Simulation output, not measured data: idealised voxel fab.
Process module, titled voxel spacer lines
Displayed cross-section: cut, width of 165 nm, square cells sized 5 nm.
How to read a cross-section here: the picture is a grid of square cells, written as bands going from the top down, and any band can span one or more rows of cells.
It is stipulated that each band's entry specify, in nanometres, the height of the top of the band and then that of its bottom, followed by the materials of the band in left-to-right sequence, each together with its width in nanometres. A single material marked by the word "everywhere" is understood to fill the band from edge to edge; the word "blank" is understood to denote empty space.
Beneath 0, the wafer as received is one material, and that level is where height counting begins. The lowest band goes on downward without a bottom; it is written like "0 nm and below".
The expression "30->40" gives the width at the extremes of the band, the first number at its top row of cells and the second at its bottom row, with the width changing by equal amounts from each row to the next in between.
Step marked "no alteration"? Then no cell in the cross-section changed in it.
Entry "Closed void list". Content: empty spaces with no open connection to the top, size 8 cells or greater. Each: width x height at distance. Distance: from left edge. Unit: nm.
The remark found on a step's line after its settings is issued by the simulator itself and pertains to that step.
For masked steps, "overlay nm" on the step line gives how far right of plan the mask actually lay; a minus sign means it lay to the left.

-- The process steps that were planned are listed below
1) RECEIVE (material Si)
2) CONFORMAL_DEP (material Al2O3; thk nm 5)
3) DIRECTIONAL_DEP (material polySi; thk nm 15)
4) DIRECTIONAL_DEP (material aC; thk nm 25)
5) PATTERN (tone cover; mask id MANDREL; material resist; width nm 20; pitch nm 60; thk nm 30; overlay nm 0)
6) DIRECTIONAL_ETCH (etch materials aC; depth nm 25)
7) STRIP (etch materials resist)
8) CONFORMAL_DEP (material SiO2; thk nm 10)
9) DIRECTIONAL_ETCH (etch materials SiO2; depth nm 10)
10) STRIP (etch materials aC)
11) DIRECTIONAL_ETCH (etch materials polySi; depth nm 15)
12) STRIP (etch materials SiO2)

-- Of two wafers, the first: run according to plan

-- The cross-section here shows the wafer as received, i.e. in its state after step 1
* 0 nm and below = Si everywhere
* Closed void list: none

-- Cross-section: wafer state after step 2
* 5 nm to 0 nm = Al2O3 everywhere
* Under the height 0 nothing was changed.

-- Cross-section: wafer state after step 3
* 20 nm to 5 nm = polySi everywhere
* Under the height 5 nothing was changed.

-- Cross-section: wafer state after step 4
* 45 nm to 20 nm = aC everywhere
* Under the height 20 nothing was changed.

-- Cross-section: wafer state after step 5
* 75 nm to 45 nm = blank: 40 | resist: 20 | blank: 40 | resist: 20 | blank: 45
* Under the height 45 nothing was changed.

-- Cross-section: wafer state after step 6
* 50 nm to 45 nm = blank: 40 | resist: 20 | blank: 40 | resist: 20 | blank: 45
* 45 nm to 20 nm = blank: 40 | aC: 20 | blank: 40 | aC: 20 | blank: 45
* Under the height 20 nothing was changed.

-- Cross-section: wafer state after step 7
* 45 nm to 20 nm = blank: 40 | aC: 20 | blank: 40 | aC: 20 | blank: 45
* Under the height 20 nothing was changed.

-- Cross-section: wafer state after step 8
* 55 nm to 45 nm = blank: 30 | SiO2: 40 | blank: 20 | SiO2: 40 | blank: 35
* 45 nm to 30 nm = blank: 30 | SiO2: 10 | aC: 20 | SiO2: 10 | blank: 20 | SiO2: 10 | aC: 20 | SiO2: 10 | blank: 35
* 30 nm to 20 nm = SiO2: 40 | aC: 20 | SiO2: 40 | aC: 20 | SiO2: 45
* Under the height 20 nothing was changed.

-- Cross-section: wafer state after step 9
* 45 nm to 20 nm = blank: 30 | SiO2: 10 | aC: 20 | SiO2: 10 | blank: 20 | SiO2: 10 | aC: 20 | SiO2: 10 | blank: 35
* Under the height 20 nothing was changed.

-- Cross-section: wafer state after step 10
* 45 nm to 20 nm = blank: 30 | SiO2: 10 | blank: 20 | SiO2: 10 | blank: 20 | SiO2: 10 | blank: 20 | SiO2: 10 | blank: 35
* Under the height 20 nothing was changed.

-- Cross-section: wafer state after step 11
* 45 nm to 20 nm = blank: 30 | SiO2: 10 | blank: 20 | SiO2: 10 | blank: 20 | SiO2: 10 | blank: 20 | SiO2: 10 | blank: 35
* 20 nm to 5 nm = blank: 30 | polySi: 10 | blank: 20 | polySi: 10 | blank: 20 | polySi: 10 | blank: 20 | polySi: 10 | blank: 35
* Under the height 5 nothing was changed.

-- Cross-section: wafer state after step 12
* 20 nm to 5 nm = blank: 30 | polySi: 10 | blank: 20 | polySi: 10 | blank: 20 | polySi: 10 | blank: 20 | polySi: 10 | blank: 35
* Under the height 5 nothing was changed.

-- For the second wafer, take the first wafer's start and plan, then add one mistake made in running it; everything through step 1, that step included, is shared with the first

The second wafer cut through, at the time step 2 was supposed to be finished: no alteration

-- The second wafer cut through, at the time step 3 was supposed to be finished
* 15 nm to 0 nm = polySi everywhere
* Under the height 0 nothing was changed.

-- The second wafer cut through, at the time step 4 was supposed to be finished
* 40 nm to 15 nm = aC everywhere
* Under the height 15 nothing was changed.

-- The second wafer cut through, at the time step 5 was supposed to be finished
* 70 nm to 40 nm = blank: 40 | resist: 20 | blank: 40 | resist: 20 | blank: 45
* Under the height 40 nothing was changed.

-- The second wafer cut through, at the time step 6 was supposed to be finished
* 45 nm to 40 nm = blank: 40 | resist: 20 | blank: 40 | resist: 20 | blank: 45
* 40 nm to 15 nm = blank: 40 | aC: 20 | blank: 40 | aC: 20 | blank: 45
* Under the height 15 nothing was changed.

-- The second wafer cut through, at the time step 7 was supposed to be finished
* 40 nm to 15 nm = blank: 40 | aC: 20 | blank: 40 | aC: 20 | blank: 45
* Under the height 15 nothing was changed.

-- The second wafer cut through, at the time step 8 was supposed to be finished
* 50 nm to 40 nm = blank: 30 | SiO2: 40 | blank: 20 | SiO2: 40 | blank: 35
* 40 nm to 25 nm = blank: 30 | SiO2: 10 | aC: 20 | SiO2: 10 | blank: 20 | SiO2: 10 | aC: 20 | SiO2: 10 | blank: 35
* 25 nm to 15 nm = SiO2: 40 | aC: 20 | SiO2: 40 | aC: 20 | SiO2: 45
* Under the height 15 nothing was changed.

-- The second wafer cut through, at the time step 9 was supposed to be finished
* 40 nm to 15 nm = blank: 30 | SiO2: 10 | aC: 20 | SiO2: 10 | blank: 20 | SiO2: 10 | aC: 20 | SiO2: 10 | blank: 35
* Under the height 15 nothing was changed.

-- The second wafer cut through, at the time step 10 was supposed to be finished
* 40 nm to 15 nm = blank: 30 | SiO2: 10 | blank: 20 | SiO2: 10 | blank: 20 | SiO2: 10 | blank: 20 | SiO2: 10 | blank: 35
* Under the height 15 nothing was changed.

-- The second wafer cut through, at the time step 11 was supposed to be finished
* 40 nm to 15 nm = blank: 30 | SiO2: 10 | blank: 20 | SiO2: 10 | blank: 20 | SiO2: 10 | blank: 20 | SiO2: 10 | blank: 35
* 15 nm to 0 nm = blank: 30 | polySi: 10 | blank: 20 | polySi: 10 | blank: 20 | polySi: 10 | blank: 20 | polySi: 10 | blank: 35
* Under the height 0 nothing was changed.

-- The second wafer cut through, at the time step 12 was supposed to be finished
* 15 nm to 0 nm = blank: 30 | polySi: 10 | blank: 20 | polySi: 10 | blank: 20 | polySi: 10 | blank: 20 | polySi: 10 | blank: 35
* Under the height 0 nothing was changed.
Want to know what went wrong? step 2 was dropped from the plan's execution and never run
Cell-count delta at end, second wafer over first, by material: -33 Al2O3
